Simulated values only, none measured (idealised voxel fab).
process module | voxel released beams
cross-section cut | 195 nm wide | cells 5 nm
A cross-section is a grid of square cells, given in bands from the top down. A band is one or more rows of cells.
Each band's line starts with the height of the band's top and of its bottom, in nm. Then come its materials from left to right, each with its width in nm. One material with "throughout" fills the band from edge to edge. "air" is empty space.
Height 0 is the level under which the wafer as received is all one material. The lowest band goes on downwards, as in "0 down".
A width such as "30 to 40" changes by the same amount from each row of cells to the next, from the band's top row to its bottom row.
"no change" after a step means that no cell of the cross-section changed.
closed voids: empty space of 8 cells or more with no open way to the top, each as width x height at its distance from the left edge, in nm
after a step's settings: what the simulator itself notes on the step
overlay nm, on a step with a mask: how far to the right of its planned place the mask lay; to the left if negative
plan
1 op RECEIVE | material Si
2 op CONFORMAL_DEP | material SiN | thk nm 5
3 op DIRECTIONAL_DEP | material SiO2 | thk nm 10
4 op MASKED_ETCH | tone open | mask id ANCHOR | width nm 45 | etch materials SiO2 | depth nm 10 | overlay nm 0
5 op CONFORMAL_DEP | material TiN | thk nm 15
6 op DIRECTIONAL_DEP | material aC | thk nm 10
7 op PATTERN | tone cover | mask id BEAM | material resist | width nm 120 | thk nm 30 | overlay nm 0
8 op DIRECTIONAL_ETCH | etch materials aC | depth nm 10
9 op STRIP | etch materials resist
10 op DIRECTIONAL_ETCH | etch materials TiN | depth nm 15
11 op STRIP | etch materials aC
12 op STRIP | etch materials SiO2
first wafer, as planned
as received, after step 1
  0 down: Si throughout
  closed voids: none
after step 2
  5 to 0: SiN throughout
  below 0: unchanged
after step 3
  15 to 5: SiO2 throughout
  below 5: unchanged
after step 4
  15 to 5: SiO2 40 | air 45 | SiO2 110
  below 5: unchanged
after step 5
  30 to 20: TiN 55 | air 15 | TiN 125
  20 to 15: TiN throughout
  15 to 5: SiO2 40 | TiN 45 | SiO2 110
  below 5: unchanged
after step 6
  40 to 30: aC 55 | air 15 | aC 125
  30 to 20: TiN 55 | aC 15 | TiN 125
  below 20: unchanged
after step 7
  70 to 40: air 35 | resist 120 | air 40
  40 to 30: aC 55 | resist 15 | aC 125
  below 30: unchanged
after step 8
  60 to 40: air 35 | resist 120 | air 40
  40 to 30: air 35 | aC 20 | resist 15 | aC 85 | air 40
  below 30: unchanged
after step 9
  40 to 30: air 35 | aC 20 | air 15 | aC 85 | air 40
  below 30: unchanged
after step 10
  40 to 30: air 35 | aC 20 | air 15 | aC 85 | air 40
  30 to 20: air 35 | TiN 20 | aC 15 | TiN 85 | air 40
  20 to 15: air 35 | TiN 120 | air 40
  below 15: unchanged
after step 11
  30 to 20: air 35 | TiN 20 | air 15 | TiN 85 | air 40
  below 20: unchanged
after step 12
  30 to 20: air 35 | TiN 20 | air 15 | TiN 85 | air 40
  20 to 15: air 35 | TiN 120 | air 40
  15 to 5: air 40 | TiN 45 | air 110
  below 5: unchanged
second wafer: like start, like plan, one mistake. Through step 6 it matches the first wafer
when step 7 should have ended
  70 to 40: air 40 | resist 115 | air 40
  40 to 30: aC 55 | resist 15 | aC 125
  below 30: unchanged
when step 8 should have ended
  60 to 40: air 40 | resist 115 | air 40
  40 to 30: air 40 | aC 15 | resist 15 | aC 85 | air 40
  below 30: unchanged
when step 9 should have ended
  40 to 30: air 40 | aC 15 | air 15 | aC 85 | air 40
  below 30: unchanged
when step 10 should have ended
  40 to 30: air 40 | aC 15 | air 15 | aC 85 | air 40
  30 to 20: air 40 | TiN 15 | aC 15 | TiN 85 | air 40
  20 to 15: air 40 | TiN 115 | air 40
  below 15: unchanged
when step 11 should have ended
  30 to 20: air 40 | TiN 15 | air 15 | TiN 85 | air 40
  below 20: unchanged
when step 12 should have ended
  30 to 20: air 40 | TiN 15 | air 15 | TiN 85 | air 40
  20 to 15: air 40 | TiN 115 | air 40
  15 to 5: air 40 | TiN 45 | air 110
  below 5: unchanged
what went wrong: step 7 ran as: op PATTERN | tone cover | mask id BEAM | material resist | width nm 115 | thk nm 30 | overlay nm 0
at the end the second wafer has, in cells: 3 fewer of TiN
